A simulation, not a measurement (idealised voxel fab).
Documented hereafter: the process module known as voxel capacitor over wiring.
240 nm wide, 5 nm square cells: that's cross-section cut.
If you're reading a cross-section in this doc, picture square cells in a grid; it comes to you as bands, top ones listed first down to the bottom, and a band can be one or more rows of cells.
Band: top and bottom heights (nm) first, top before bottom; then materials from left to right, widths in nm. "all across" marks a sole material filling the band edge to edge. "air" denotes empty space.
Ref level 0: as-received wafer is one material below here. Bottom band extends down with no lower bound ("0 nm and below").
Per-row width for "30..40": begins at first number (top row of band), ends at second number (bottom row), increment between rows held constant.
Key: "no change" - step with no changed cell in the cross-section.
If an empty space has no open way to the top and is at least 8 cells in size, "Closed cavities" lists it, written width x height at distance, where distance is measured from the left edge and every value is in nm.
On each step's line, the part that comes after the settings is the simulator's own comment on the step.
What "overlay nm" on a step's line means: if the step has a mask, that mask lay this far to the right of its planned place, or, when the value is negative, to the left.
Below is the list of planned process steps
1) op RECEIVE | material Si
2) op CONFORMAL_DEP | material SiO2 | thk nm 15
3) op DIRECTIONAL_DEP | material TiN | thk nm 5
4) op DIRECTIONAL_DEP | material W | thk nm 15
5) op MASKED_ETCH | tone cover | mask id METAL_1 | width nm 30 | pitch nm 90 | etch materials W | depth nm 15 | overlay nm 0
6) op MASKED_ETCH | tone cover | mask id METAL_1 | width nm 30 | pitch nm 90 | etch materials TiN | depth nm 5 | overlay nm 0
7) op FILL_DEP | material SiO2 | thk nm 5
8) op CMP | height nm 35
9) op CONFORMAL_DEP | material SiCN | thk nm 5
10) op DIRECTIONAL_DEP | material SiO2 | thk nm 20
11) op DIRECTIONAL_DEP | material aC | thk nm 10
12) op PATTERN | tone open | mask id PLUG_1 | material resist | width nm 15 | thk nm 30 | overlay nm 0
13) op DIRECTIONAL_ETCH | etch materials aC | depth nm 10
14) op STRIP | etch materials resist
15) op DIRECTIONAL_ETCH | etch materials SiO2 | depth nm 20
16) op DIRECTIONAL_ETCH | etch materials SiCN | depth nm 5
17) op STRIP | etch materials aC
18) op EPI | material Ru | thk nm 10
19) op EPI | material Ru | thk nm 10
20) op EPI | material Ru | thk nm 5
21) op DIRECTIONAL_DEP | material TiN | thk nm 5
22) op DIRECTIONAL_DEP | material SiN | thk nm 5
23) op DIRECTIONAL_DEP | material TiN | thk nm 5
24) op MASKED_ETCH | tone cover | mask id UPPER_PLATE | width nm 65 | etch materials TiN | depth nm 5 | overlay nm 0
25) op MASKED_ETCH | tone cover | mask id UPPER_PLATE | width nm 65 | etch materials SiN | depth nm 5 | overlay nm 0
26) op MASKED_ETCH | tone cover | mask id LOWER_PLATE | width nm 75 | etch materials TiN | depth nm 5 | overlay nm 0
27) op FILL_DEP | material SiO2 | thk nm 20
28) op CMP | height nm 90
29) op DIRECTIONAL_DEP | material aC | thk nm 10
30) op PATTERN | tone open | mask id PLUG_2 | material resist | width nm 15 | thk nm 30 | overlay nm 0
31) op DIRECTIONAL_ETCH | etch materials aC | depth nm 10
32) op STRIP | etch materials resist
33) op DIRECTIONAL_ETCH | etch materials SiO2 | depth nm 15
34) op STRIP | etch materials aC
35) op CONFORMAL_DEP | material TiN | thk nm 5
36) op FILL_DEP | material W | thk nm 5
37) op CMP | height nm 90
38) op CONFORMAL_DEP | material SiCN | thk nm 5
Received-state cross-section, reflecting completion of step 1
	0 nm and below: Si all across
	Closed cavities: none
Cross-section taken at module completion on the first of two wafers; processed per the plan
	95 nm to 90 nm: SiCN all across
	90 nm to 80 nm: SiO2: 85 / TiN: 5 / W: 5 / TiN: 5 / SiO2: 140
	80 nm to 70 nm: SiO2: 85..75 / TiN: 15..65 / SiO2: 140..100
	70 nm to 65 nm: SiO2: 75 / SiN: 65 / SiO2: 100
	65 nm to 60 nm: SiO2: 70 / TiN: 75 / SiO2: 95
	60 nm to 40 nm: SiO2: 75 / Ru: 15 / SiO2: 150
	40 nm to 35 nm: SiCN: 75 / Ru: 15 / SiCN: 150
	35 nm to 20 nm: SiO2: 60 / W: 30 / SiO2: 60 / W: 30 / SiO2: 60
	20 nm to 15 nm: SiO2: 60 / TiN: 30 / SiO2: 60 / TiN: 30 / SiO2: 60
	15 nm to 0 nm: SiO2 all across
	0 nm and below: Si all across
	Closed cavities: none
Here is the second of the two wafers cut open at the end of the module - same start, same plan as the first one, but we made one mistake running it
	95 nm to 90 nm: SiCN all across
	90 nm to 80 nm: SiO2: 85 / TiN: 5 / W: 10 / TiN: 5 / SiO2: 135
	80 nm to 70 nm: SiO2: 85..75 / TiN: 20..65 / SiO2: 135..100
	70 nm to 65 nm: SiO2: 75 / SiN: 65 / SiO2: 100
	65 nm to 60 nm: SiO2: 70 / TiN: 75 / SiO2: 95
	60 nm to 40 nm: SiO2: 75 / Ru: 15 / SiO2: 150
	40 nm to 35 nm: SiCN: 75 / Ru: 15 / SiCN: 150
	35 nm to 20 nm: SiO2: 60 / W: 30 / SiO2: 60 / W: 30 / SiO2: 60
	20 nm to 15 nm: SiO2: 60 / TiN: 30 / SiO2: 60 / TiN: 30 / SiO2: 60
	15 nm to 0 nm: SiO2 all across
	0 nm and below: Si all across
	Closed cavities: none
What went wrong in running the wafer? step 30: run off-plan, actual operation and settings op PATTERN | tone open | mask id PLUG_2 | material resist | width nm 20 | thk nm 30 | overlay nm 0
Count the cells at the end and the second wafer has more or fewer of some materials than the first: 3 fewer of SiO2, 1 more of TiN, 2 more of W
